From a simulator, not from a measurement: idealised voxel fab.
The document below concerns the process module designated voxel self aligned vias.
Each square cell in cross-section cut measures 5 nm, and the section as a whole is 190 nm wide.
Cross-section format: a grid of square cells, given as bands from top to bottom; each band is one or more rows of cells.
The entry gives the band's vertical extent as a top height and a bottom height in nm, then its horizontal make-up as materials from left to right, each with a width in nm. "empty" stands for empty space; a single material marked "everywhere" fills the band edge to edge.
Height datum 0, below which the as-received substrate wafer is one material. Lowest band open at the bottom, running downward: "0 nm and below".
Read "30->40" as a graded width: first number on top, second number at the bottom, same change between each pair of neighbouring rows.
What does "all unchanged" mean for a step? It means no cell of the cross-section changed in that step.
"Closed internal voids": sealed empty spaces, 8 cells or more, no open way to top, listed width x height at distance, with distance from the left edge and width, height and distance in nm.
Where a step's line continues beyond its settings, the continuation is a remark by the simulator itself on that step.
If you see "overlay nm" on a step's line and that step has a mask, it's telling you how far right of where it was planned the mask ended up; a negative number means it went left instead.
Read each pair as before and after one process step. The after cross-section shows only down to the lowest band that changed. The step between them and its settings are given below the pair. Pairs can come from different runs of this module on the same starting wafer. A pair continues from the pair above only where its "Cross-section, before" entry says so.

Cross-section, before
* 60 nm to 40 nm | lowk 45 nm | empty 40 nm | lowk 15 nm | empty 40 nm | lowk 50 nm
* 40 nm to 35 nm | lowk 45 nm | empty 5 nm | TiN 5 nm | W 20 nm | TiN 5 nm | empty 5 nm | lowk 15 nm | empty 5 nm | TiN 5 nm | W 20 nm | TiN 5 nm | empty 5 nm | lowk 50 nm
* 35 nm to 25 nm | lowk 50 nm | TiN 5 nm | W 20 nm | TiN 5 nm | lowk 25 nm | TiN 5 nm | W 20 nm | TiN 5 nm | lowk 55 nm
* 25 nm to 20 nm | lowk 50 nm | TiN 30 nm | lowk 25 nm | TiN 30 nm | lowk 55 nm
* 20 nm to 15 nm | SiCN everywhere
* 15 nm to 0 nm | SiO2 everywhere
* 0 nm and below | Si everywhere
* Closed internal voids: none

Result of Step
* 65 nm to 60 nm | TiN 50 nm | empty 30 nm | TiN 25 nm | empty 30 nm | TiN 55 nm
* 60 nm to 45 nm | lowk 45 nm | TiN 5 nm | empty 30 nm | TiN 5 nm | lowk 15 nm | TiN 5 nm | empty 30 nm | TiN 5 nm | lowk 50 nm
* 45 nm to 40 nm | lowk 45 nm | TiN 40 nm | lowk 15 nm | TiN 40 nm | lowk 50 nm
* 40 nm to 35 nm | lowk 45 nm | TiN 10 nm | W 20 nm | TiN 10 nm | lowk 15 nm | TiN 10 nm | W 20 nm | TiN 10 nm | lowk 50 nm
* Nothing below the height 35 has changed.
* Closed internal voids: none
Between before and after above, the operation and settings are CONFORMAL_DEP: material TiN, thk nm 5

Cross-section, before: The pre-step condition corresponds to the post-step cross-section depicted in the pair directly above.

Result of Step
* 70 nm to 65 nm | Ru everywhere
* 65 nm to 60 nm | TiN 50 nm | Ru 30 nm | TiN 25 nm | Ru 30 nm | TiN 55 nm
* 60 nm to 45 nm | lowk 45 nm | TiN 5 nm | Ru 30 nm | TiN 5 nm | lowk 15 nm | TiN 5 nm | Ru 30 nm | TiN 5 nm | lowk 50 nm
* Nothing below the height 45 has changed.
* Closed internal voids: none
Between before and after above, the operation and settings are FILL_DEP: material Ru, thk nm 5

Cross-section, before: The pre-step condition corresponds to the post-step cross-section depicted in the pair directly above.

Result of Step
* 60 nm to 45 nm | lowk 45 nm | TiN 5 nm | Ru 30 nm | TiN 5 nm | lowk 15 nm | TiN 5 nm | Ru 30 nm | TiN 5 nm | lowk 50 nm
* Nothing below the height 45 has changed.
* Closed internal voids: none
Between before and after above, the operation and settings are CMP: height nm 60

Cross-section, before: The pre-step condition corresponds to the post-step cross-section depicted in the pair directly above.

Result of Step
* 65 nm to 60 nm | SiCN everywhere
* Nothing below the height 60 has changed.
* Closed internal voids: none
Between before and after above, the operation and settings are CONFORMAL_DEP: material SiCN, thk nm 5

Cross-section, before
* 60 nm to 45 nm | lowk everywhere
* 45 nm to 40 nm | lowk 50 nm | SiN 30 nm | lowk 25 nm | SiN 30 nm | lowk 55 nm
* 40 nm to 25 nm | lowk 50 nm | TiN 5 nm | W 20 nm | TiN 5 nm | lowk 25 nm | TiN 5 nm | W 20 nm | TiN 5 nm | lowk 55 nm
* 25 nm to 20 nm | lowk 50 nm | TiN 30 nm | lowk 25 nm | TiN 30 nm | lowk 55 nm
* 20 nm to 15 nm | SiCN everywhere
* 15 nm to 0 nm | SiO2 everywhere
* 0 nm and below | Si everywhere
* Closed internal voids: none

Result of Step
* 60 nm to 45 nm | lowk 50 nm | empty 30 nm | lowk 25 nm | empty 30 nm | lowk 55 nm
* Nothing below the height 45 has changed.
* Closed internal voids: none
Between before and after above, the operation and settings are MASKED_ETCH: tone open, mask id VIAS, width nm 30, pitch nm 55, etch materials lowk, depth nm 15, overlay nm 0

Cross-section, before: The pre-step condition corresponds to the post-step cross-section depicted in the pair directly above.

Result of Step
* 60 nm to 40 nm | lowk 50 nm | empty 30 nm | lowk 25 nm | empty 30 nm | lowk 55 nm
* Nothing below the height 40 has changed.
* Closed internal voids: none
Between before and after above, the operation and settings are MASKED_ETCH: tone open, mask id VIAS, width nm 40, pitch nm 55, etch materials SiN, depth nm 5, overlay nm 0

Cross-section, before: The pre-step condition corresponds to the post-step cross-section depicted in the pair directly above.

Result of Step
* 65 nm to 60 nm | TiN 55 nm | empty 20 nm | TiN 35 nm | empty 20 nm | TiN 60 nm
* 60 nm to 45 nm | lowk 50 nm | TiN 5 nm | empty 20 nm | TiN 5 nm | lowk 25 nm | TiN 5 nm | empty 20 nm | TiN 5 nm | lowk 55 nm
* 45 nm to 40 nm | lowk 50 nm | TiN 30 nm | lowk 25 nm | TiN 30 nm | lowk 55 nm
* Nothing below the height 40 has changed.
* Closed internal voids: none
Between before and after above, the operation and settings are CONFORMAL_DEP: material TiN, thk nm 5

Cross-section, before: The pre-step condition corresponds to the post-step cross-section depicted in the pair directly above.

Result of Step
* 70 nm to 65 nm | Ru everywhere
* 65 nm to 60 nm | TiN 55 nm | Ru 20 nm | TiN 35 nm | Ru 20 nm | TiN 60 nm
* 60 nm to 45 nm | lowk 50 nm | TiN 5 nm | Ru 20 nm | TiN 5 nm | lowk 25 nm | TiN 5 nm | Ru 20 nm | TiN 5 nm | lowk 55 nm
* Nothing below the height 45 has changed.
* Closed internal voids: none
Between before and after above, the operation and settings are FILL_DEP: material Ru, thk nm 5

Cross-section, before: The pre-step condition corresponds to the post-step cross-section depicted in the pair directly above.

Result of Step
* 60 nm to 45 nm | lowk 50 nm | TiN 5 nm | Ru 20 nm | TiN 5 nm | lowk 25 nm | TiN 5 nm | Ru 20 nm | TiN 5 nm | lowk 55 nm
* Nothing below the height 45 has changed.
* Closed internal voids: none
Between before and after above, the operation and settings are CMP: height nm 60

Cross-section, before: The pre-step condition corresponds to the post-step cross-section depicted in the pair directly above.

Result of Step
* 65 nm to 60 nm | SiCN everywhere
* Nothing below the height 60 has changed.
* Closed internal voids: none
Between before and after above, the operation and settings are CONFORMAL_DEP: material SiCN, thk nm 5

Cross-section, before
* 60 nm to 45 nm | lowk 45 nm | empty 40 nm | lowk 15 nm | empty 40 nm | lowk 50 nm
* 45 nm to 40 nm | lowk 50 nm | SiN 30 nm | lowk 25 nm | SiN 30 nm | lowk 55 nm
* 40 nm to 25 nm | lowk 50 nm | TiN 5 nm | W 20 nm | TiN 5 nm | lowk 25 nm | TiN 5 nm | W 20 nm | TiN 5 nm | lowk 55 nm
* 25 nm to 20 nm | lowk 50 nm | TiN 30 nm | lowk 25 nm | TiN 30 nm | lowk 55 nm
* 20 nm to 15 nm | SiCN everywhere
* 15 nm to 0 nm | SiO2 everywhere
* 0 nm and below | Si everywhere
* Closed internal voids: none

Result of Step
* 60 nm to 45 nm | lowk 45 nm | empty 40 nm | lowk 15 nm | empty 40 nm | lowk 50 nm
* 45 nm to 40 nm | lowk 50 nm | empty 25 nm | SiN 5 nm | lowk 25 nm | empty 25 nm | SiN 5 nm | lowk 55 nm
* Nothing below the height 40 has changed.
* Closed internal voids: none
Between before and after above, the operation and settings are MASKED_ETCH: tone open, mask id VIAS, width nm 40, pitch nm 55, etch materials SiN, depth nm 5, overlay nm -10

Cross-section, before: The pre-step condition corresponds to the post-step cross-section depicted in the pair directly above.

Result of Step
* 65 nm to 60 nm | TiN 50 nm | empty 30 nm | TiN 25 nm | empty 30 nm | TiN 55 nm
* 60 nm to 50 nm | lowk 45 nm | TiN 5 nm | empty 30 nm | TiN 5 nm | lowk 15 nm | TiN 5 nm | empty 30 nm | TiN 5 nm | lowk 50 nm
* 50 nm to 45 nm | lowk 45 nm | TiN 10 nm | empty 15 nm | TiN 15 nm | lowk 15 nm | TiN 10 nm | empty 15 nm | TiN 15 nm | lowk 50 nm
* 45 nm to 40 nm | lowk 50 nm | TiN 25 nm | SiN 5 nm | lowk 25 nm | TiN 25 nm | SiN 5 nm | lowk 55 nm
* Nothing below the height 40 has changed.
* Closed internal voids: none
Between before and after above, the operation and settings are CONFORMAL_DEP: material TiN, thk nm 5

Cross-section, before: The pre-step condition corresponds to the post-step cross-section depicted in the pair directly above.

Result of Step
* 70 nm to 65 nm | Ru everywhere
* 65 nm to 60 nm | TiN 50 nm | Ru 30 nm | TiN 25 nm | Ru 30 nm | TiN 55 nm
* 60 nm to 50 nm | lowk 45 nm | TiN 5 nm | Ru 30 nm | TiN 5 nm | lowk 15 nm | TiN 5 nm | Ru 30 nm | TiN 5 nm | lowk 50 nm
* 50 nm to 45 nm | lowk 45 nm | TiN 10 nm | Ru 15 nm | TiN 15 nm | lowk 15 nm | TiN 10 nm | Ru 15 nm | TiN 15 nm | lowk 50 nm
* Nothing below the height 45 has changed.
* Closed internal voids: none
Between before and after above, the operation and settings are FILL_DEP: material Ru, thk nm 5

Cross-section, before: The pre-step condition corresponds to the post-step cross-section depicted in the pair directly above.

Result of Step
* 60 nm to 50 nm | lowk 45 nm | TiN 5 nm | Ru 30 nm | TiN 5 nm | lowk 15 nm | TiN 5 nm | Ru 30 nm | TiN 5 nm | lowk 50 nm
* Nothing below the height 50 has changed.
* Closed internal voids: none
Between before and after above, the operation and settings are CMP: height nm 60

Cross-section, before: The pre-step condition corresponds to the post-step cross-section depicted in the pair directly above.

Result of Step
* 65 nm to 60 nm | SiCN everywhere
* Nothing below the height 60 has changed.
* Closed internal voids: none
Between before and after above, the operation and settings are CONFORMAL_DEP: material SiCN, thk nm 5

Cross-section, before
* 45 nm to 40 nm | lowk 50 nm | SiN 30 nm | lowk 25 nm | SiN 30 nm | lowk 55 nm
* 40 nm to 25 nm | lowk 50 nm | TiN 5 nm | W 20 nm | TiN 5 nm | lowk 25 nm | TiN 5 nm | W 20 nm | TiN 5 nm | lowk 55 nm
* 25 nm to 20 nm | lowk 50 nm | TiN 30 nm | lowk 25 nm | TiN 30 nm | lowk 55 nm
* 20 nm to 15 nm | SiCN everywhere
* 15 nm to 0 nm | SiO2 everywhere
* 0 nm and below | Si everywhere
* Closed internal voids: none

Result of Step
* 60 nm to 45 nm | SiCN everywhere
* Nothing below the height 45 has changed.
* Closed internal voids: none
Between before and after above, the operation and settings are DIRECTIONAL_DEP: material SiCN, thk nm 15

Cross-section, before: The pre-step condition corresponds to the post-step cross-section depicted in the pair directly above.

Result of Step
* 65 nm to 60 nm | TiN everywhere
* Nothing below the height 60 has changed.
* Closed internal voids: none
Between before and after above, the operation and settings are CONFORMAL_DEP: material TiN, thk nm 5

Cross-section, before: The pre-step condition corresponds to the post-step cross-section depicted in the pair directly above.

Result of Step
* 70 nm to 65 nm | Ru everywhere
* Nothing below the height 65 has changed.
* Closed internal voids: none
Between before and after above, the operation and settings are FILL_DEP: material Ru, thk nm 5

Cross-section, before: The pre-step condition corresponds to the post-step cross-section depicted in the pair directly above.

Result of Step
* 60 nm to 45 nm | SiCN everywhere
* Nothing below the height 45 has changed.
* Closed internal voids: none
Between before and after above, the operation and settings are CMP: height nm 60

Cross-section, before: The pre-step condition corresponds to the post-step cross-section depicted in the pair directly above.

Result of Step
* 65 nm to 45 nm | SiCN everywhere
* Nothing below the height 45 has changed.
* Closed internal voids: none
Between before and after above, the operation and settings are CONFORMAL_DEP: material SiCN, thk nm 5

Cross-section, before
* 45 nm to 20 nm | lowk everywhere
* 20 nm to 15 nm | SiCN everywhere
* 15 nm to 0 nm | SiO2 everywhere
* 0 nm and below | Si everywhere
* Closed internal voids: none

Result of Step
* 60 nm to 45 nm | empty 50 nm | resist 30 nm | empty 25 nm | resist 30 nm | empty 55 nm
* Nothing below the height 45 has changed.
* Closed internal voids: none
Between before and after above, the operation and settings are PATTERN: tone cover, mask id LINES, material resist, width nm 30, pitch nm 55, thk nm 15, overlay nm 0

Cross-section, before: The pre-step condition corresponds to the post-step cross-section depicted in the pair directly above.

Result of Step
* 60 nm to 45 nm | empty 50 nm | resist 30 nm | empty 25 nm | resist 30 nm | empty 55 nm
* 45 nm to 20 nm | empty 50 nm | lowk 30 nm | empty 25 nm | lowk 30 nm | empty 55 nm
* Nothing below the height 20 has changed.
* Closed internal voids: none
Between before and after above, the operation and settings are DIRECTIONAL_ETCH: etch materials lowk, depth nm 25

Cross-section, before: The pre-step condition corresponds to the post-step cross-section depicted in the pair directly above.

Result of Step
* 45 nm to 20 nm | empty 50 nm | lowk 30 nm | empty 25 nm | lowk 30 nm | empty 55 nm
* Nothing below the height 20 has changed.
* Closed internal voids: none
Between before and after above, the operation and settings are STRIP: etch materials resist

Cross-section, before: The pre-step condition corresponds to the post-step cross-section depicted in the pair directly above.

Result of Step
* 50 nm to 45 nm | empty 45 nm | TiN 40 nm | empty 15 nm | TiN 40 nm | empty 50 nm
* 45 nm to 25 nm | empty 45 nm | TiN 5 nm | lowk 30 nm | TiN 5 nm | empty 15 nm | TiN 5 nm | lowk 30 nm | TiN 5 nm | empty 50 nm
* 25 nm to 20 nm | TiN 50 nm | lowk 30 nm | TiN 25 nm | lowk 30 nm | TiN 55 nm
* Nothing below the height 20 has changed.
* Closed internal voids: none
Between before and after above, the operation and settings are CONFORMAL_DEP: material TiN, thk nm 5

Cross-section, before: The pre-step condition corresponds to the post-step cross-section depicted in the pair directly above.

Result of Step
* 60 nm to 50 nm | W everywhere
* 50 nm to 45 nm | W 45 nm | TiN 40 nm | W 15 nm | TiN 40 nm | W 50 nm
* 45 nm to 25 nm | W 45 nm | TiN 5 nm | lowk 30 nm | TiN 5 nm | W 15 nm | TiN 5 nm | lowk 30 nm | TiN 5 nm | W 50 nm
* Nothing below the height 25 has changed.
* Closed internal voids: none
Between before and after above, the operation and settings are FILL_DEP: material W, thk nm 10

Cross-section, before: The pre-step condition corresponds to the post-step cross-section depicted in the pair directly above.

Result of Step
* 45 nm to 25 nm | W 45 nm | TiN 5 nm | lowk 30 nm | TiN 5 nm | W 15 nm | TiN 5 nm | lowk 30 nm | TiN 5 nm | W 50 nm
* Nothing below the height 25 has changed.
* Closed internal voids: none
Between before and after above, the operation and settings are CMP: height nm 45

Cross-section, before: The pre-step condition corresponds to the post-step cross-section depicted in the pair directly above.

Result of Step
* 45 nm to 40 nm | empty 50 nm | lowk 30 nm | empty 25 nm | lowk 30 nm | empty 55 nm
* Nothing below the height 40 has changed.
* Closed internal voids: none
Between before and after above, the operation and settings are SELECTIVE_ETCH: etch materials W Ru TiN, depth nm 5

Cross-section, before: The pre-step condition corresponds to the post-step cross-section depicted in the pair directly above.

Result of Step
* 55 nm to 45 nm | SiN everywhere
* 45 nm to 40 nm | SiN 50 nm | lowk 30 nm | SiN 25 nm | lowk 30 nm | SiN 55 nm
* Nothing below the height 40 has changed.
* Closed internal voids: none
Between before and after above, the operation and settings are FILL_DEP: material SiN, thk nm 10

Cross-section, before: The pre-step condition corresponds to the post-step cross-section depicted in the pair directly above.

Result of Step
* 45 nm to 40 nm | SiN 50 nm | lowk 30 nm | SiN 25 nm | lowk 30 nm | SiN 55 nm
* Nothing below the height 40 has changed.
* Closed internal voids: none
Between before and after above, the operation and settings are CMP: height nm 45

Cross-section, before: The pre-step condition corresponds to the post-step cross-section depicted in the pair directly above.

Result of Step
* 60 nm to 45 nm | lowk everywhere
* Nothing below the height 45 has changed.
* Closed internal voids: none
Between before and after above, the operation and settings are DIRECTIONAL_DEP: material lowk, thk nm 15

Cross-section, before: The pre-step condition corresponds to the post-step cross-section depicted in the pair directly above.

Result of Step
* 60 nm to 45 nm | lowk 45 nm | empty 40 nm | lowk 15 nm | empty 40 nm | lowk 50 nm
* Nothing below the height 45 has changed.
* Closed internal voids: none
Between before and after above, the operation and settings are MASKED_ETCH: tone open, mask id VIAS, width nm 40, pitch nm 55, etch materials lowk, depth nm 15, overlay nm 0

Cross-section, before: The pre-step condition corresponds to the post-step cross-section depicted in the pair directly above.

Result of Step
* 60 nm to 45 nm | lowk 45 nm | empty 40 nm | lowk 15 nm | empty 40 nm | lowk 50 nm
* 45 nm to 40 nm | SiN 45 nm | empty 5 nm | lowk 30 nm | empty 5 nm | SiN 15 nm | empty 5 nm | lowk 30 nm | empty 5 nm | SiN 50 nm
* Nothing below the height 40 has changed.
* Closed internal voids: none
Between before and after above, the operation and settings are MASKED_ETCH: tone open, mask id VIAS, width nm 40, pitch nm 55, etch materials SiN, depth nm 5, overlay nm 0

Cross-section, before: The pre-step condition corresponds to the post-step cross-section depicted in the pair directly above.

Result of Step
* 65 nm to 60 nm | TiN 50 nm | empty 30 nm | TiN 25 nm | empty 30 nm | TiN 55 nm
* 60 nm to 50 nm | lowk 45 nm | TiN 5 nm | empty 30 nm | TiN 5 nm | lowk 15 nm | TiN 5 nm | empty 30 nm | TiN 5 nm | lowk 50 nm
* 50 nm to 45 nm | lowk 45 nm | TiN 40 nm | lowk 15 nm | TiN 40 nm | lowk 50 nm
* 45 nm to 40 nm | SiN 45 nm | TiN 5 nm | lowk 30 nm | TiN 5 nm | SiN 15 nm | TiN 5 nm | lowk 30 nm | TiN 5 nm | SiN 50 nm
* Nothing below the height 40 has changed.
* Closed internal voids: none
Between before and after above, the operation and settings are CONFORMAL_DEP: material TiN, thk nm 5

Cross-section, before: The pre-step condition corresponds to the post-step cross-section depicted in the pair directly above.

Result of Step
* 70 nm to 65 nm | Ru everywhere
* 65 nm to 60 nm | TiN 50 nm | Ru 30 nm | TiN 25 nm | Ru 30 nm | TiN 55 nm
* 60 nm to 50 nm | lowk 45 nm | TiN 5 nm | Ru 30 nm | TiN 5 nm | lowk 15 nm | TiN 5 nm | Ru 30 nm | TiN 5 nm | lowk 50 nm
* Nothing below the height 50 has changed.
* Closed internal voids: none
Between before and after above, the operation and settings are FILL_DEP: material Ru, thk nm 5

Cross-section, before: The pre-step condition corresponds to the post-step cross-section depicted in the pair directly above.

Result of Step
* 60 nm to 50 nm | lowk 45 nm | TiN 5 nm | Ru 30 nm | TiN 5 nm | lowk 15 nm | TiN 5 nm | Ru 30 nm | TiN 5 nm | lowk 50 nm
* Nothing below the height 50 has changed.
* Closed internal voids: none
Between before and after above, the operation and settings are CMP: height nm 60

Cross-section, before: The pre-step condition corresponds to the post-step cross-section depicted in the pair directly above.

Result of Step
* 65 nm to 60 nm | SiCN everywhere
* Nothing below the height 60 has changed.
* Closed internal voids: none
Between before and after above, the operation and settings are CONFORMAL_DEP: material SiCN, thk nm 5
